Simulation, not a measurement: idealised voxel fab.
The process module presented herein is designated voxel self aligned vias.
The figure presents cross-section cut, which has a width of 280 nm and is divided into square cells with an edge length of 5 nm.
Throughout this document, each cross-section is represented as a grid of square cells and is presented as a sequence of bands enumerated from the top downward, where a band comprises one or more rows of cells. The entry gives the band's vertical extent as a top height and a bottom height in nm, then its horizontal make-up as materials from left to right, each with a width in nm. "air" stands for empty space; a single material marked "all across" fills the band edge to edge. All heights in this document are referenced to 0, defined as the level beneath which the wafer, as received, consists entirely of one material. The lowest band is not bounded below; it extends indefinitely downward and is written in the form "top 0, no bottom". Width: "30->40" (first number = top row, second number = bottom row, same change from row to row of cells). What does "nothing different" mean for a step? It means no cell of the cross-section changed in that step. Under "closed voids" you'll find the enclosed gaps, the ones with no way out to the top, that are 8 cells or bigger; each reads width x height at distance, with distance counted from the left edge, everything in nm. Formally, on a step line, whatever follows the settings is a remark that the simulator itself makes on the step. The line of a step may include "overlay nm". On a step with a mask, this value is how far to the right of its planned place the mask lay. A negative value means the mask lay to the left.
-- plan
1) RECEIVE (material Si)
2) CONFORMAL_DEP (material SiO2; thk nm 15)
3) CONFORMAL_DEP (material SiCN; thk nm 5)
4) DIRECTIONAL_DEP (material SiO2; thk nm 30)
5) PATTERN (tone open; mask id LINES; material resist; width nm 30; pitch nm 70; thk nm 20; overlay nm 0)
6) DIRECTIONAL_ETCH (etch materials SiO2; depth nm 30)
7) STRIP (etch materials resist)
8) CONFORMAL_DEP (material TiN; thk nm 5)
9) FILL_DEP (material Ru; thk nm 5)
10) CMP (height nm 50)
11) SELECTIVE_ETCH (etch materials W Ru TiN; depth nm 10)
12) FILL_DEP (material SiN; thk nm 5)
13) CMP (height nm 50)
14) DIRECTIONAL_DEP (material SiO2; thk nm 15)
15) MASKED_ETCH (tone open; mask id VIAS; width nm 50; pitch nm 70; etch materials SiO2; depth nm 15; overlay nm 0)
16) MASKED_ETCH (tone open; mask id VIAS; width nm 50; pitch nm 70; etch materials SiN; depth nm 10; overlay nm 0)
17) CONFORMAL_DEP (material TiN; thk nm 5)
18) FILL_DEP (material Ru; thk nm 5)
19) CMP (height nm 65)
20) CONFORMAL_DEP (material SiN; thk nm 5)
-- Cross-section of the wafer as it came to us, i.e., already through step 1
top 0, no bottom | Si all across
closed voids: none
-- End-of-module cross-section of the first of two wafers, processed as planned
top 70, bottom 65 | SiN all across
top 65, bottom 55 | SiO2 45 nm | TiN 5 nm | Ru 40 nm | TiN 5 nm | SiO2 20 nm | TiN 5 nm | Ru 40 nm | TiN 5 nm | SiO2 20 nm | TiN 5 nm | Ru 40 nm | TiN 5 nm | SiO2 45 nm
top 55, bottom 45 | SiO2 45->55 nm | TiN 15->5 nm | Ru 20 nm | TiN 15->5 nm | SiO2 20->40 nm | TiN 15->5 nm | Ru 20 nm | TiN 15->5 nm | SiO2 20->40 nm | TiN 15->5 nm | Ru 20 nm | TiN 15->5 nm | SiO2 45->55 nm
top 45, bottom 40 | SiO2 55 nm | TiN 30 nm | SiO2 40 nm | TiN 30 nm | SiO2 40 nm | TiN 30 nm | SiO2 55 nm
top 40, bottom 25 | SiO2 55 nm | TiN 5 nm | Ru 20 nm | TiN 5 nm | SiO2 40 nm | TiN 5 nm | Ru 20 nm | TiN 5 nm | SiO2 40 nm | TiN 5 nm | Ru 20 nm | TiN 5 nm | SiO2 55 nm
top 25, bottom 20 | SiO2 55 nm | TiN 30 nm | SiO2 40 nm | TiN 30 nm | SiO2 40 nm | TiN 30 nm | SiO2 55 nm
top 20, bottom 15 | SiCN all across
top 15, bottom 0 | SiO2 all across
top 0, no bottom | Si all across
closed voids: none
-- second wafer at the end: like start, like plan, one mistake
top 70, bottom 65 | SiN all across
top 65, bottom 55 | SiO2 45 nm | TiN 5 nm | SiCN 40 nm | TiN 5 nm | SiO2 20 nm | TiN 5 nm | SiCN 40 nm | TiN 5 nm | SiO2 20 nm | TiN 5 nm | SiCN 40 nm | TiN 5 nm | SiO2 45 nm
top 55, bottom 45 | SiO2 45->55 nm | TiN 15->5 nm | SiCN 20 nm | TiN 15->5 nm | SiO2 20->40 nm | TiN 15->5 nm | SiCN 20 nm | TiN 15->5 nm | SiO2 20->40 nm | TiN 15->5 nm | SiCN 20 nm | TiN 15->5 nm | SiO2 45->55 nm
top 45, bottom 40 | SiO2 55 nm | TiN 30 nm | SiO2 40 nm | TiN 30 nm | SiO2 40 nm | TiN 30 nm | SiO2 55 nm
top 40, bottom 25 | SiO2 55 nm | TiN 5 nm | Ru 20 nm | TiN 5 nm | SiO2 40 nm | TiN 5 nm | Ru 20 nm | TiN 5 nm | SiO2 40 nm | TiN 5 nm | Ru 20 nm | TiN 5 nm | SiO2 55 nm
top 25, bottom 20 | SiO2 55 nm | TiN 30 nm | SiO2 40 nm | TiN 30 nm | SiO2 40 nm | TiN 30 nm | SiO2 55 nm
top 20, bottom 15 | SiCN all across
top 15, bottom 0 | SiO2 all across
top 0, no bottom | Si all across
closed voids: none
So what did we get wrong on this run? step 18 was not run as planned; what actually ran was FILL_DEP (material SiCN; thk nm 5)
Materials where the second wafer ends with more or fewer cells than the first: 72 fewer of Ru, 72 more of SiCN
